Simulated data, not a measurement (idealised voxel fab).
process module | voxel self aligned contacts
cross-section cut | 160 nm wide | cells 5 nm
A cross-section is a grid of square cells, given in bands from the top down. A band is one or more rows of cells.
Each band's line starts with the height of the band's top and of its bottom, in nm. Then come its materials from left to right, each with its width in nm. One material with "throughout" fills the band from edge to edge. "air" is empty space.
Height 0 is the level under which the wafer as received is all one material. The lowest band goes on downwards, as in "0 down".
A width such as "30 to 40" changes by the same amount from each row of cells to the next, from the band's top row to its bottom row.
"no change" after a step means that no cell of the cross-section changed.
closed voids: empty space of 8 cells or more with no open way to the top, each as width x height at its distance from the left edge, in nm
after a step's settings: what the simulator itself notes on the step
overlay nm, on a step with a mask: how far to the right of its planned place the mask lay; to the left if negative
plan
1 op RECEIVE | material Si
2 op OXIDIZE | depth nm 5
3 op DIRECTIONAL_DEP | material polySi | thk nm 25
4 op DIRECTIONAL_DEP | material SiN | thk nm 20
5 op PATTERN | tone cover | mask id GATE | material resist | width nm 35 | pitch nm 70 | thk nm 15 | overlay nm 0
6 op DIRECTIONAL_ETCH | etch materials SiN | depth nm 20
7 op DIRECTIONAL_ETCH | etch materials polySi | depth nm 25
8 op STRIP | etch materials resist
9 op CONFORMAL_DEP | material SiN | thk nm 5
10 op DIRECTIONAL_ETCH | etch materials SiN | depth nm 5
11 op FILL_DEP | material SiO2 | thk nm 15
12 op CMP | height nm 50
13 op PATTERN | tone open | mask id CONTACT | material resist | width nm 45 | thk nm 15 | overlay nm 0
14 op DIRECTIONAL_ETCH | etch materials SiO2 | depth nm 55
15 op STRIP | etch materials resist
16 op CONFORMAL_DEP | material TiN | thk nm 5
17 op FILL_DEP | material Ru | thk nm 10
18 op CMP | height nm 50
19 op CONFORMAL_DEP | material SiN | thk nm 5
first wafer, as planned
as received, after step 1
  0 down: Si throughout
  closed voids: none
after step 2
  0 to -5: SiO2 throughout
  below -5: unchanged
after step 3
  25 to 0: polySi throughout
  below 0: unchanged
after step 4
  45 to 25: SiN throughout
  below 25: unchanged
after step 5
  60 to 45: air 25 | resist 35 | air 35 | resist 35 | air 30
  below 45: unchanged
after step 6
  60 to 45: air 25 | resist 35 | air 35 | resist 35 | air 30
  45 to 25: air 25 | SiN 35 | air 35 | SiN 35 | air 30
  below 25: unchanged
after step 7
  60 to 45: air 25 | resist 35 | air 35 | resist 35 | air 30
  45 to 25: air 25 | SiN 35 | air 35 | SiN 35 | air 30
  25 to 0: air 25 | polySi 35 | air 35 | polySi 35 | air 30
  below 0: unchanged
after step 8
  45 to 25: air 25 | SiN 35 | air 35 | SiN 35 | air 30
  below 25: unchanged
after step 9
  50 to 25: air 20 | SiN 45 | air 25 | SiN 45 | air 25
  25 to 5: air 20 | SiN 5 | polySi 35 | SiN 5 | air 25 | SiN 5 | polySi 35 | SiN 5 | air 25
  5 to 0: SiN 25 | polySi 35 | SiN 35 | polySi 35 | SiN 30
  below 0: unchanged
after step 10
  45 to 25: air 20 | SiN 45 | air 25 | SiN 45 | air 25
  25 to 0: air 20 | SiN 5 | polySi 35 | SiN 5 | air 25 | SiN 5 | polySi 35 | SiN 5 | air 25
  below 0: unchanged
after step 11
  60 to 45: SiO2 throughout
  45 to 25: SiO2 20 | SiN 45 | SiO2 25 | SiN 45 | SiO2 25
  25 to 0: SiO2 20 | SiN 5 | polySi 35 | SiN 5 | SiO2 25 | SiN 5 | polySi 35 | SiN 5 | SiO2 25
  below 0: unchanged
after step 12
  50 to 45: SiO2 throughout
  below 45: unchanged
after step 13
  65 to 50: resist 55 | air 45 | resist 60
  below 50: unchanged
after step 14
  65 to 50: resist 55 | air 45 | resist 60
  50 to 45: SiO2 55 | air 45 | SiO2 60
  45 to 25: SiO2 20 | SiN 45 | air 25 | SiN 45 | SiO2 25
  25 to 0: SiO2 20 | SiN 5 | polySi 35 | SiN 5 | air 25 | SiN 5 | polySi 35 | SiN 5 | SiO2 25
  0 to -5: SiO2 65 | air 25 | SiO2 70
  below -5: unchanged
after step 15
  50 to 45: SiO2 55 | air 45 | SiO2 60
  below 45: unchanged
after step 16
  55 to 50: TiN 60 | air 35 | TiN 65
  50 to 45: SiO2 55 | TiN 15 | air 15 | TiN 15 | SiO2 60
  45 to 25: SiO2 20 | SiN 45 | TiN 5 | air 15 | TiN 5 | SiN 45 | SiO2 25
  25 to 0: SiO2 20 | SiN 5 | polySi 35 | SiN 5 | TiN 5 | air 15 | TiN 5 | SiN 5 | polySi 35 | SiN 5 | SiO2 25
  0 to -5: SiO2 65 | TiN 25 | SiO2 70
  below -5: unchanged
after step 17
  65 to 55: Ru throughout
  55 to 50: TiN 60 | Ru 35 | TiN 65
  50 to 45: SiO2 55 | TiN 15 | Ru 15 | TiN 15 | SiO2 60
  45 to 25: SiO2 20 | SiN 45 | TiN 5 | Ru 15 | TiN 5 | SiN 45 | SiO2 25
  25 to 0: SiO2 20 | SiN 5 | polySi 35 | SiN 5 | TiN 5 | Ru 15 | TiN 5 | SiN 5 | polySi 35 | SiN 5 | SiO2 25
  below 0: unchanged
after step 18
  50 to 45: SiO2 55 | TiN 15 | Ru 15 | TiN 15 | SiO2 60
  below 45: unchanged
after step 19
  55 to 50: SiN throughout
  below 50: unchanged
second wafer: like start, like plan, one mistake. Through step 4 it matches the first wafer
when step 5 should have ended
  60 to 45: air 30 | resist 25 | air 45 | resist 25 | air 35
  below 45: unchanged
when step 6 should have ended
  60 to 45: air 30 | resist 25 | air 45 | resist 25 | air 35
  45 to 25: air 30 | SiN 25 | air 45 | SiN 25 | air 35
  below 25: unchanged
when step 7 should have ended
  60 to 45: air 30 | resist 25 | air 45 | resist 25 | air 35
  45 to 25: air 30 | SiN 25 | air 45 | SiN 25 | air 35
  25 to 0: air 30 | polySi 25 | air 45 | polySi 25 | air 35
  below 0: unchanged
when step 8 should have ended
  45 to 25: air 30 | SiN 25 | air 45 | SiN 25 | air 35
  below 25: unchanged
when step 9 should have ended
  50 to 25: air 25 | SiN 35 | air 35 | SiN 35 | air 30
  25 to 5: air 25 | SiN 5 | polySi 25 | SiN 5 | air 35 | SiN 5 | polySi 25 | SiN 5 | air 30
  5 to 0: SiN 30 | polySi 25 | SiN 45 | polySi 25 | SiN 35
  below 0: unchanged
when step 10 should have ended
  45 to 25: air 25 | SiN 35 | air 35 | SiN 35 | air 30
  25 to 0: air 25 | SiN 5 | polySi 25 | SiN 5 | air 35 | SiN 5 | polySi 25 | SiN 5 | air 30
  below 0: unchanged
when step 11 should have ended
  60 to 45: SiO2 throughout
  45 to 25: SiO2 25 | SiN 35 | SiO2 35 | SiN 35 | SiO2 30
  25 to 0: SiO2 25 | SiN 5 | polySi 25 | SiN 5 | SiO2 35 | SiN 5 | polySi 25 | SiN 5 | SiO2 30
  below 0: unchanged
when step 12 should have ended
  50 to 45: SiO2 throughout
  below 45: unchanged
when step 13 should have ended
  65 to 50: resist 55 | air 45 | resist 60
  below 50: unchanged
when step 14 should have ended
  65 to 50: resist 55 | air 45 | resist 60
  50 to 45: SiO2 55 | air 45 | SiO2 60
  45 to 25: SiO2 25 | SiN 35 | air 35 | SiN 35 | SiO2 30
  25 to 0: SiO2 25 | SiN 5 | polySi 25 | SiN 5 | air 35 | SiN 5 | polySi 25 | SiN 5 | SiO2 30
  0 to -5: SiO2 60 | air 35 | SiO2 65
  below -5: unchanged
when step 15 should have ended
  50 to 45: SiO2 55 | air 45 | SiO2 60
  below 45: unchanged
when step 16 should have ended
  55 to 50: TiN 60 | air 35 | TiN 65
  50 to 45: SiO2 55 | TiN 10 | air 25 | TiN 10 | SiO2 60
  45 to 25: SiO2 25 | SiN 35 | TiN 5 | air 25 | TiN 5 | SiN 35 | SiO2 30
  25 to 0: SiO2 25 | SiN 5 | polySi 25 | SiN 5 | TiN 5 | air 25 | TiN 5 | SiN 5 | polySi 25 | SiN 5 | SiO2 30
  0 to -5: SiO2 60 | TiN 35 | SiO2 65
  below -5: unchanged
when step 17 should have ended
  65 to 55: Ru throughout
  55 to 50: TiN 60 | Ru 35 | TiN 65
  50 to 45: SiO2 55 | TiN 10 | Ru 25 | TiN 10 | SiO2 60
  45 to 25: SiO2 25 | SiN 35 | TiN 5 | Ru 25 | TiN 5 | SiN 35 | SiO2 30
  25 to 0: SiO2 25 | SiN 5 | polySi 25 | SiN 5 | TiN 5 | Ru 25 | TiN 5 | SiN 5 | polySi 25 | SiN 5 | SiO2 30
  below 0: unchanged
when step 18 should have ended
  50 to 45: SiO2 55 | TiN 10 | Ru 25 | TiN 10 | SiO2 60
  below 45: unchanged
when step 19 should have ended
  55 to 50: SiN throughout
  below 50: unchanged
what went wrong: step 5 ran as: op PATTERN | tone cover | mask id GATE | material resist | width nm 25 | pitch nm 70 | thk nm 15 | overlay nm 0
at the end the second wafer has, in cells: 20 more of Ru | 16 fewer of SiN | 16 more of SiO2 | 20 fewer of polySi
